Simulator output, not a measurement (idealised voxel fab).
voxel ribs on slabs: a process module
It is cross-section cut that appears here, measuring 280 nm in width, its square cells being 5 nm in size.
Reading order for cross-sections: top band down to bottom band. Underlying form: a grid of square cells. Band size: one or more rows of cells. Read a band's entry like this: the first values are the height of its top and the height of its bottom in nm, and what follows is the sequence of materials from left to right, each with its width in nm. Note that "air" is empty space, and that a single material marked "full width" reaches across the band from edge to edge. Measure heights from 0. That's the level where, below it, the as-received wafer is all one material. The lowest band is bottomless and extends downward; write it as in "top 0, no bottom". The notation "30..40" denotes a width that varies across the rows of cells in the band, beginning at the first number in the top row, finishing at the second number in the bottom row, and changing by an identical amount from each row to the next. Take "changes: none" at face value: in the step it is given for, the cross-section changed in none of its cells. Empty spaces without an open route to the top, at least 8 cells in extent, make up the entry "Trapped void list"; each is given as width x height at distance, where the distance is measured from the left edge, and all are in nm. Step line, after settings: the simulator's comment on this step. For masked steps, "overlay nm" on the step line gives how far right of plan the mask actually lay; a minus sign means it lay to the left.
-- The following list gives the planned process steps
1. RECEIVE with material Si
2. DIRECTIONAL_DEP with material SiO2, thk nm 25
3. DIRECTIONAL_DEP with material polySi, thk nm 25
4. MASKED_ETCH with tone cover, mask id RIB, width nm 25, etch materials polySi, depth nm 10, overlay nm 0
5. DIRECTIONAL_DEP with material aC, thk nm 15
6. PATTERN with tone cover, mask id SLAB, material resist, width nm 55, thk nm 35, overlay nm 0
7. DIRECTIONAL_ETCH with etch materials aC, depth nm 15
8. STRIP with etch materials resist
9. DIRECTIONAL_ETCH with etch materials polySi, depth nm 15
10. STRIP with etch materials aC
11. FILL_DEP with material SiO2, thk nm 15
12. CMP with height nm 60
13. DIRECTIONAL_DEP with material TiN, thk nm 5
14. MASKED_ETCH with tone cover, mask id HEATER, width nm 35, etch materials TiN, depth nm 10, overlay nm 0
15. CONFORMAL_DEP with material SiN, thk nm 5
The wafers are alike at the start. At step 13, their thk nm differs. The plan lists the first wafer's value.
-- As received, i.e. after step 1: cross-section through the first of several wafers
> top 0, no bottom  Si full width
> Trapped void list: none
-- Take any row and you have a wafer at the end of the module: how many cells of each material it has gained (+) or lost (-) since it was received, and then its closed voids
thk nm 5; +58 SiN; +629 SiO2; +7 TiN; +43 polySi; Trapped void list: none
thk nm 10; +60 SiN; +629 SiO2; +14 TiN; +43 polySi; Trapped void list: none
thk nm 15; +60 SiN; +629 SiO2; +70 TiN; +43 polySi; Trapped void list: none
thk nm 20; +60 SiN; +629 SiO2; +126 TiN; +43 polySi; Trapped void list: none
thk nm 25; +60 SiN; +629 SiO2; +182 TiN; +43 polySi; Trapped void list: none
